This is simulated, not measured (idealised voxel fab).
Process module name: voxel capacitor over wiring
Xsec cut, 245 nm wide, square cell size 5 nm.
In this document a cross-section is written as a grid of square cells. It is given as a series of bands, listed from the top down, and a band is one or more rows of cells.
Look at the band entry: it leads with the top's height and the bottom's height in nm. Then it lists the materials left to right, with a width in nm for each. The word "edge to edge" on a single material says that material fills the band edge to edge. The word "air" is empty space.
Note: height 0 marks the level under which the wafer is uniformly one material as received. Lowest band unbounded below, written "0 -> down".
You'd read "30 to 40" like this: the band's top row of cells is as wide as the first number, its bottom row is as wide as the second, and going down, every row changes width by the same amount as the row before did.
"remained the same", as given for a step, is the statement that not any cell of the cross-section underwent a change during that step.
For the entry "Sealed-off cavities", the listed items are empty spaces with no open way to the top whose size is 8 cells or more; each item follows the pattern width x height at distance, where distance is from the left edge and all three are in nm.
Where a step's line continues beyond its settings, the continuation is a remark by the simulator itself on that step.
The "overlay nm" setting may appear on a step's line; for a step that uses a mask, it gives how far to the right of its planned position the mask lay, and a negative value indicates the left.
**Here's what the planned process steps look like**
1,RECEIVE with material Si
2,CONFORMAL_DEP with material SiO2, thk nm 15
3,DIRECTIONAL_DEP with material TiN, thk nm 5
4,DIRECTIONAL_DEP with material W, thk nm 20
5,DIRECTIONAL_DEP with material aC, thk nm 15
6,PATTERN with tone cover, mask id METAL_1, material resist, width nm 30, pitch nm 90, thk nm 35, overlay nm 0
7,DIRECTIONAL_ETCH with etch materials aC, depth nm 15
8,STRIP with etch materials resist
9,DIRECTIONAL_ETCH with etch materials W, depth nm 20
10,DIRECTIONAL_ETCH with etch materials TiN, depth nm 5
11,STRIP with etch materials aC
12,FILL_DEP with material lowk, thk nm 5
13,CMP with height nm 40
14,CONFORMAL_DEP with material SiCN, thk nm 5
15,DIRECTIONAL_DEP with material lowk, thk nm 10
16,DIRECTIONAL_DEP with material aC, thk nm 10
17,PATTERN with tone open, mask id PLUG_1, material resist, width nm 15, thk nm 25, overlay nm 0
18,DIRECTIONAL_ETCH with etch materials aC, depth nm 10
19,STRIP with etch materials resist
20,DIRECTIONAL_ETCH with etch materials lowk, depth nm 10
21,DIRECTIONAL_ETCH with etch materials SiCN, depth nm 5
22,STRIP with etch materials aC
23,EPI with material Ru, thk nm 10
24,EPI with material Ru, thk nm 5
25,DIRECTIONAL_DEP with material TiN, thk nm 5
26,DIRECTIONAL_DEP with material Al2O3, thk nm 5
27,DIRECTIONAL_DEP with material TiN, thk nm 5
28,PATTERN with tone cover, mask id UPPER_PLATE, material resist, width nm 65, thk nm 15, overlay nm 0
29,DIRECTIONAL_ETCH with etch materials TiN, depth nm 5
30,DIRECTIONAL_ETCH with etch materials Al2O3, depth nm 5
31,STRIP with etch materials resist
32,DIRECTIONAL_DEP with material aC, thk nm 10
33,PATTERN with tone cover, mask id LOWER_PLATE, material resist, width nm 75, thk nm 30, overlay nm 0
34,DIRECTIONAL_ETCH with etch materials aC, depth nm 10
35,STRIP with etch materials resist
36,DIRECTIONAL_ETCH with etch materials TiN, depth nm 5
37,STRIP with etch materials aC
38,FILL_DEP with material SiO2, thk nm 15
39,CMP with height nm 80
40,PATTERN with tone open, mask id PLUG_2, material resist, width nm 15, thk nm 15, overlay nm 0
41,DIRECTIONAL_ETCH with etch materials SiO2, depth nm 10
42,STRIP with etch materials resist
43,CONFORMAL_DEP with material TiN, thk nm 5
44,FILL_DEP with material Cu, thk nm 10
45,CMP with height nm 80
46,CONFORMAL_DEP with material SiN, thk nm 5
**Wafer as received: cross-section following step 1**
- 0 -> down  Si edge to edge
- Sealed-off cavities: none
**Post-module cross-section: identical start and plan to those above, one misstep in execution**
- 85 -> 80  SiN edge to edge
- 80 -> 75  SiO2: 85 | TiN: 15 | SiO2: 145
- 75 -> 70  SiO2: 75 | TiN: 5 | SiO2: 5 | TiN: 55 | SiO2: 105
- 70 -> 65  SiO2: 75 | Al2O3: 5 | TiN: 5 | Al2O3: 55 | SiO2: 105
- 65 -> 60  Ru: 80 | Al2O3: 5 | Ru: 160
- 60 -> 55  TiN: 75 | Ru: 15 | TiN: 155
- 55 -> 50  lowk: 75 | TiN: 15 | lowk: 155
- 50 -> 45  lowk: 75 | Ru: 15 | lowk: 155
- 45 -> 40  SiCN: 75 | Ru: 15 | SiCN: 155
- 40 -> 20  lowk: 60 | W: 30 | lowk: 60 | W: 30 | lowk: 65
- 20 -> 15  lowk: 60 | TiN: 30 | lowk: 60 | TiN: 30 | lowk: 65
- 15 -> 0  SiO2 edge to edge
- 0 -> down  Si edge to edge
- Sealed-off cavities: none
Finding, execution versus plan: mixed up steps 24 and 25 - ran each in the other's place
